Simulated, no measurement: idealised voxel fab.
The following is a process module called voxel wiring stack.
Xsec cut, 260 nm wide, square cell size 5 nm.
Cross-sections here: square-cell grids, written as top-down lists of bands, a band being one or more rows of cells. It is stipulated that each band's entry specify, in nanometres, the height of the top of the band and then that of its bottom, followed by the materials of the band in left-to-right sequence, each together with its width in nanometres. A single material marked by the word "throughout" is understood to fill the band from edge to edge; the word "air" is understood to denote empty space. Beneath 0, the wafer as received is one material, and that level is where height counting begins. The lowest band goes on downward without a bottom; it is written like "0 and below". You'd read "30->40" like this: the band's top row of cells is as wide as the first number, its bottom row is as wide as the second, and going down, every row changes width by the same amount as the row before did. The designation "nothing changed", where it is given for a processing step, indicates that no cell of the cross-section was altered in the course of that step. The label "Trapped cavities" introduces a list of the empty spaces, 8 cells or larger, that have no open way up to the top; each entry in it reads width x height at distance, where the distance is taken from the left edge and all three are stated in nm. Anything after a step's settings on that line? It's the simulator's own note about the step. "overlay nm", when on a step's line for a step with a mask, measures how far to the right of its planned place the mask lay; a negative measure means to the left.
Steps planned for the process
1 RECEIVE, material Si
2 CONFORMAL_DEP, material SiO2, thk nm 10
3 CONFORMAL_DEP, material SiCN, thk nm 5
4 DIRECTIONAL_DEP, material lowk, thk nm 20
5 PATTERN, tone open, mask id METAL_1, material resist, width nm 30, pitch nm 55, thk nm 15, overlay nm 0
6 DIRECTIONAL_ETCH, etch materials lowk, depth nm 20
7 DIRECTIONAL_ETCH, etch materials SiCN, depth nm 5
8 STRIP, etch materials resist
9 CONFORMAL_DEP, material TiN, thk nm 5
10 FILL_DEP, material W, thk nm 5
11 CMP, height nm 35
12 CONFORMAL_DEP, material SiCN, thk nm 5
13 DIRECTIONAL_DEP, material SiO2, thk nm 30
14 PATTERN, tone open, mask id METAL_2, material resist, width nm 30, pitch nm 55, thk nm 15, overlay nm 0
15 DIRECTIONAL_ETCH, etch materials SiO2, depth nm 15
16 STRIP, etch materials resist
17 DIRECTIONAL_DEP, material aC, thk nm 15
18 PATTERN, tone open, mask id METAL_2_HOLES, material resist, width nm 15, pitch nm 110, thk nm 30, overlay nm 0
19 DIRECTIONAL_ETCH, etch materials aC, depth nm 15
20 STRIP, etch materials resist
21 DIRECTIONAL_ETCH, etch materials SiO2, depth nm 15
22 DIRECTIONAL_ETCH, etch materials SiCN, depth nm 5
23 STRIP, etch materials aC
24 CONFORMAL_DEP, material TiN, thk nm 5
25 FILL_DEP, material Ru, thk nm 5
26 CMP, height nm 70
27 CONFORMAL_DEP, material SiCN, thk nm 5
Wafer-to-wafer difference: thk nm, step 24. Common start. Plan = first wafer's value.
First wafer as received, after step 1
	0 and below = Si throughout
	Trapped cavities: none
First of several wafers in cross-section at module end, following the final step, step 27
	75 down to 70 = SiCN throughout
	70 down to 60 = SiO2 60 | TiN 5 | Ru 20 | TiN 5 | SiO2 25 | TiN 5 | Ru 20 | TiN 5 | SiO2 25 | TiN 5 | Ru 20 | TiN 5 | SiO2 60
	60 down to 55 = SiO2 60 | TiN 5 | Ru 5 | TiN 20 | SiO2 25 | TiN 30 | SiO2 25 | TiN 5 | Ru 5 | TiN 20 | SiO2 60
	55 down to 40 = SiO2 60 | TiN 5 | Ru 5 | TiN 5 | SiO2 95 | TiN 5 | Ru 5 | TiN 5 | SiO2 75
	40 down to 35 = SiCN 60 | TiN 15 | SiCN 95 | TiN 15 | SiCN 75
	35 down to 15 = lowk 60 | TiN 5 | W 20 | TiN 5 | lowk 25 | TiN 5 | W 20 | TiN 5 | lowk 25 | TiN 5 | W 20 | TiN 5 | lowk 60
	15 down to 10 = SiCN 60 | TiN 30 | SiCN 25 | TiN 30 | SiCN 25 | TiN 30 | SiCN 60
	10 down to 0 = SiO2 throughout
	0 and below = Si throughout
	Trapped cavities: none
Cross-section of the last wafer at end of module
	75 down to 70 = SiCN throughout
	70 down to 55 = SiO2 60 | TiN 30 | SiO2 25 | TiN 30 | SiO2 25 | TiN 30 | SiO2 60
	55 down to 40 = SiO2 60 | TiN 15 | SiO2 95 | TiN 15 | SiO2 75
	40 down to 35 = SiCN 60 | TiN 15 | SiCN 95 | TiN 15 | SiCN 75
	35 down to 15 = lowk 60 | TiN 5 | W 20 | TiN 5 | lowk 25 | TiN 5 | W 20 | TiN 5 | lowk 25 | TiN 5 | W 20 | TiN 5 | lowk 60
	15 down to 10 = SiCN 60 | TiN 30 | SiCN 25 | TiN 30 | SiCN 25 | TiN 30 | SiCN 60
	10 down to 0 = SiO2 throughout
	0 and below = Si throughout
	Trapped cavities: none
For your reference, the table is organized with a row per wafer; each row reflects the wafer at the end of the module, indicating for each material the cells gained (+) or lost (-) since receipt, and thereafter its closed voids
thk nm 5, +32 Ru, +132 SiCN, +344 SiO2, +88 TiN, +48 W, +136 lowk, Trapped cavities: none
thk nm 10, +6 Ru, +132 SiCN, +344 SiO2, +114 TiN, +48 W, +136 lowk, Trapped cavities: none
thk nm 15, +132 SiCN, +344 SiO2, +120 TiN, +48 W, +136 lowk, Trapped cavities: none
thk nm 20, +132 SiCN, +344 SiO2, +120 TiN, +48 W, +136 lowk, Trapped cavities: none
